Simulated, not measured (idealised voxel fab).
process module | voxel self aligned vias
cross-section cut | 245 nm wide | cells 5 nm
A cross-section is a grid of square cells, given in bands from the top down. A band is one or more rows of cells.
Each band's line starts with the height of the band's top and of its bottom, in nm. Then come its materials from left to right, each with its width in nm. One material with "throughout" fills the band from edge to edge. "air" is empty space.
Height 0 is the level under which the wafer as received is all one material. The lowest band goes on downwards, as in "0 down".
A width such as "30 to 40" changes by the same amount from each row of cells to the next, from the band's top row to its bottom row.
"no change" after a step means that no cell of the cross-section changed.
closed voids: empty space of 8 cells or more with no open way to the top, each as width x height at its distance from the left edge, in nm
after a step's settings: what the simulator itself notes on the step
overlay nm, on a step with a mask: how far to the right of its planned place the mask lay; to the left if negative
plan
1 op RECEIVE | material Si
2 op CONFORMAL_DEP | material SiO2 | thk nm 10
3 op CONFORMAL_DEP | material SiCN | thk nm 5
4 op DIRECTIONAL_DEP | material lowk | thk nm 25
5 op PATTERN | tone open | mask id LINES | material resist | width nm 30 | pitch nm 65 | thk nm 15 | overlay nm 0
6 op DIRECTIONAL_ETCH | etch materials lowk | depth nm 25
7 op STRIP | etch materials resist
8 op CONFORMAL_DEP | material TiN | thk nm 5
9 op FILL_DEP | material Ru | thk nm 10
10 op CMP | height nm 40
11 op SELECTIVE_ETCH | etch materials W Ru TiN | depth nm 10
12 op FILL_DEP | material SiN | thk nm 5
13 op CMP | height nm 40
14 op DIRECTIONAL_DEP | material lowk | thk nm 15
15 op MASKED_ETCH | tone open | mask id VIAS | width nm 40 | pitch nm 65 | etch materials lowk | depth nm 15 | overlay nm 0
16 op MASKED_ETCH | tone open | mask id VIAS | width nm 40 | pitch nm 65 | etch materials SiN | depth nm 10 | overlay nm 0
17 op CONFORMAL_DEP | material TiN | thk nm 5
18 op FILL_DEP | material Ru | thk nm 10
19 op CMP | height nm 55
20 op CONFORMAL_DEP | material SiN | thk nm 5
as received, after step 1
  0 down: Si throughout
  closed voids: none
a wafer at the end: this start, this plan, one mistake
  60 to 55: SiN throughout
  55 to 45: lowk 35 | TiN 5 | Ru 30 | TiN 5 | lowk 25 | TiN 5 | Ru 30 | TiN 5 | lowk 25 | TiN 5 | Ru 30 | TiN 5 | lowk 40
  45 to 35: lowk 35 to 40 | TiN 10 to 5 | Ru 20 | TiN 10 to 5 | lowk 25 to 35 | TiN 10 to 5 | Ru 20 | TiN 10 to 5 | lowk 25 to 35 | TiN 10 to 5 | Ru 20 | TiN 10 to 5 | lowk 40 to 45
  35 to 30: lowk 40 | TiN 30 | lowk 35 | TiN 30 | lowk 35 | TiN 30 | lowk 45
  30 to 20: lowk 40 | TiN 5 | Ru 20 | TiN 5 | lowk 35 | TiN 5 | Ru 20 | TiN 5 | lowk 35 | TiN 5 | Ru 20 | TiN 5 | lowk 45
  20 to 15: lowk 40 | TiN 30 | lowk 35 | TiN 30 | lowk 35 | TiN 30 | lowk 45
  15 to 5: SiO2 throughout
  5 to 0: SiCN throughout
  0 down: Si throughout
  closed voids: none
what went wrong: steps 2 and 3 were swapped
